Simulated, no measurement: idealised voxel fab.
Presented below is a process module, voxel gate over fins.
The width of the displayed cross-section, cut, is 235 nm; its cells are square, with a size of 5 nm.
When this document writes out a cross-section, it uses a grid of square cells and lists it as bands, beginning at the top and moving down, with a band standing for one or more rows of cells.
Heights first: top, then bottom, in nm. Then materials, left to right, each with a width in nm. "throughout" on a single material: fills the band edge to edge. "empty": empty space.
Beneath 0, the wafer as received is one material, and that level is where height counting begins. The lowest band goes on downward without a bottom; it is written like "z 0 and below".
The notation "30 to 40" denotes a width that varies across the rows of cells in the band, beginning at the first number in the top row, finishing at the second number in the bottom row, and changing by an identical amount from each row to the next.
"no change", as given for a step, is the statement that not any cell of the cross-section underwent a change during that step.
Empty spaces counting at least 8 cells and having no open way to the top are listed in "Entrapped void list". The notation width x height at distance is used for each, the distance being from the left edge and all three values in nm.
On a step's line, text after the settings is the simulator commenting on that step.
A step line may carry the setting "overlay nm", which, for steps involving a mask, states the distance by which the mask lay to the right of its intended position; negative values denote displacement to the left.

Process steps foreseen in the plan:
- 1: RECEIVE with material Si
- 2: CONFORMAL_DEP with material SiN, thk nm 10
- 3: PATTERN with tone cover, mask id FINS, material resist, width nm 15, pitch nm 45, thk nm 20, overlay nm 0
- 4: DIRECTIONAL_ETCH with etch materials SiN, depth nm 10
- 5: DIRECTIONAL_ETCH with etch materials Si, depth nm 40
- 6: STRIP with etch materials resist
- 7: FILL_DEP with material SiO2, thk nm 5
- 8: CMP with height nm 10
- 9: SELECTIVE_ETCH with etch materials SiO2, depth nm 25
- 10: STRIP with etch materials SiN
- 11: CONFORMAL_DEP with material HfO2, thk nm 5
- 12: CONFORMAL_DEP with material TiN, thk nm 5
- 13: CONFORMAL_DEP with material TiAl, thk nm 5
- 14: CONFORMAL_DEP with material TiN, thk nm 5
- 15: FILL_DEP with material W, thk nm 15
- 16: CMP with height nm 30
- 17: CONFORMAL_DEP with material SiN, thk nm 5

Cross-section: wafer on arrival = after step 1:
    z 0 and below = Si throughout
    Entrapped void list: none

The plan above was carried out on the starting structure above with one mistake, and this cross-section shows the wafer at the end of the module:
    z 35 to 30 = SiN throughout
    z 30 to 20 = W throughout
    z 20 to 15 = W: 60, TiN: 110, W: 65
    z 15 to 10 = W: 60, TiN: 5, TiAl: 100, TiN: 5, W: 65
    z 10 to 5 = W: 60, TiN: 5, TiAl: 5, TiN: 90, TiAl: 5, TiN: 5, W: 65
    z 5 to 0 = TiN: 65, TiAl: 5, TiN: 5, HfO2: 35, TiN: 10, HfO2: 35, TiN: 5, TiAl: 5, TiN: 70
    z 0 to -5 = TiAl: 70, TiN: 5, HfO2: 5, Si: 25, HfO2: 5, TiN: 10, HfO2: 5, Si: 25, HfO2: 5, TiN: 5, TiAl: 75
    z -5 to -10 = TiN: 75, HfO2: 5, Si: 25, HfO2: 5, TiN: 10, HfO2: 5, Si: 25, HfO2: 5, TiN: 80
    z -10 to -15 = HfO2: 80, Si: 25, HfO2: 20, Si: 25, HfO2: 85
    z -15 to -40 = SiO2: 80, Si: 25, SiO2: 20, Si: 25, SiO2: 85
    z -40 and below = Si throughout
    Entrapped void list: none
Misprocessing identified: step 3 did not happen as planned, as run it was PATTERN with tone cover, mask id FINS, material resist, width nm 25, pitch nm 45, thk nm 20, overlay nm 0
